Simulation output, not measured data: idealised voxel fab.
process module | voxel capacitor over wiring
cross-section cut | 155 nm wide | cells 5 nm
A cross-section is a grid of square cells, given in bands from the top down. A band is one or more rows of cells.
Each band's line starts with the height of the band's top and of its bottom, in nm. Then come its materials from left to right, each with its width in nm. One material with "throughout" fills the band from edge to edge. "air" is empty space.
Height 0 is the level under which the wafer as received is all one material. The lowest band goes on downwards, as in "0 down".
A width such as "30 to 40" changes by the same amount from each row of cells to the next, from the band's top row to its bottom row.
"no change" after a step means that no cell of the cross-section changed.
closed voids: empty space of 8 cells or more with no open way to the top, each as width x height at its distance from the left edge, in nm
after a step's settings: what the simulator itself notes on the step
overlay nm, on a step with a mask: how far to the right of its planned place the mask lay; to the left if negative
plan
1 op RECEIVE | material Si
2 op CONFORMAL_DEP | material SiO2 | thk nm 15
3 op DIRECTIONAL_DEP | material TiN | thk nm 5
4 op DIRECTIONAL_DEP | material Ru | thk nm 15
5 op MASKED_ETCH | tone cover | mask id METAL_1 | width nm 25 | pitch nm 85 | etch materials Ru | depth nm 15 | overlay nm 0
6 op MASKED_ETCH | tone cover | mask id METAL_1 | width nm 25 | pitch nm 85 | etch materials TiN | depth nm 5 | overlay nm 0
7 op CONFORMAL_DEP | material SiN | thk nm 5
8 op FILL_DEP | material SiO2 | thk nm 5
9 op CMP | height nm 35
10 op CONFORMAL_DEP | material SiCN | thk nm 5
11 op DIRECTIONAL_DEP | material lowk | thk nm 20
12 op MASKED_ETCH | tone open | mask id PLUG_1 | width nm 15 | etch materials lowk | depth nm 20 | overlay nm 0
13 op MASKED_ETCH | tone open | mask id PLUG_1 | width nm 15 | etch materials SiCN | depth nm 5 | overlay nm 0
14 op EPI | material Ru | thk nm 10
15 op EPI | material Ru | thk nm 10
16 op EPI | material Ru | thk nm 5
17 op DIRECTIONAL_DEP | material TiN | thk nm 5
18 op DIRECTIONAL_DEP | material SiN | thk nm 5
19 op DIRECTIONAL_DEP | material TiN | thk nm 5
20 op MASKED_ETCH | tone cover | mask id UPPER_PLATE | width nm 65 | etch materials TiN | depth nm 5 | overlay nm 0
21 op MASKED_ETCH | tone cover | mask id UPPER_PLATE | width nm 65 | etch materials SiN | depth nm 5 | overlay nm 0
22 op PATTERN | tone cover | mask id LOWER_PLATE | material resist | width nm 75 | thk nm 20 | overlay nm 0
23 op DIRECTIONAL_ETCH | etch materials TiN | depth nm 5
24 op STRIP | etch materials resist
25 op FILL_DEP | material SiO2 | thk nm 20
26 op CMP | height nm 90
27 op PATTERN | tone open | mask id PLUG_2 | material resist | width nm 15 | thk nm 20 | overlay nm 0
28 op DIRECTIONAL_ETCH | etch materials SiO2 | depth nm 15
29 op STRIP | etch materials resist
30 op CONFORMAL_DEP | material TiN | thk nm 5
31 op FILL_DEP | material W | thk nm 10
32 op CMP | height nm 90
33 op CONFORMAL_DEP | material SiN | thk nm 5
as received, after step 1
  0 down: Si throughout
  closed voids: none
first wafer at the end, as planned
  95 to 90: SiN throughout
  90 to 80: SiO2 40 | TiN 5 | W 5 | TiN 5 | SiO2 100
  80 to 70: SiO2 40 to 30 | TiN 15 to 65 | SiO2 100 to 60
  70 to 65: SiO2 30 | SiN 65 | SiO2 60
  65 to 60: SiO2 25 | TiN 75 | SiO2 55
  60 to 40: lowk 30 | Ru 15 | lowk 110
  40 to 35: SiCN 30 | Ru 15 | SiCN 110
  35 to 20: SiO2 15 | SiN 5 | Ru 25 | SiN 5 | SiO2 50 | SiN 5 | Ru 25 | SiN 5 | SiO2 20
  20 to 15: SiN 20 | TiN 25 | SiN 60 | TiN 25 | SiN 25
  15 to 0: SiO2 throughout
  0 down: Si throughout
  closed voids: none
second wafer at the end: like start, like plan, one mistake
  95 to 90: SiN throughout
  90 to 80: SiO2 40 | TiN 5 | W 5 | TiN 5 | SiO2 100
  80 to 70: SiO2 40 to 45 | TiN 15 to 50 | SiO2 100 to 60
  70 to 65: SiO2 30 | TiN 15 | SiN 50 | SiO2 60
  65 to 60: SiO2 25 | TiN 5 | SiN 15 | TiN 55 | SiO2 55
  60 to 55: SiCN 30 | TiN 15 | SiCN 110
  55 to 35: lowk throughout
  35 to 20: SiO2 15 | SiN 5 | Ru 25 | SiN 5 | SiO2 50 | SiN 5 | Ru 25 | SiN 5 | SiO2 20
  20 to 15: SiN 20 | TiN 25 | SiN 60 | TiN 25 | SiN 25
  15 to 0: SiO2 throughout
  0 down: Si throughout
  closed voids: none
what went wrong: steps 10 and 11 were swapped
at the end the second wafer has, in cells: 15 fewer of Ru | 3 more of SiO2 | 12 more of lowk
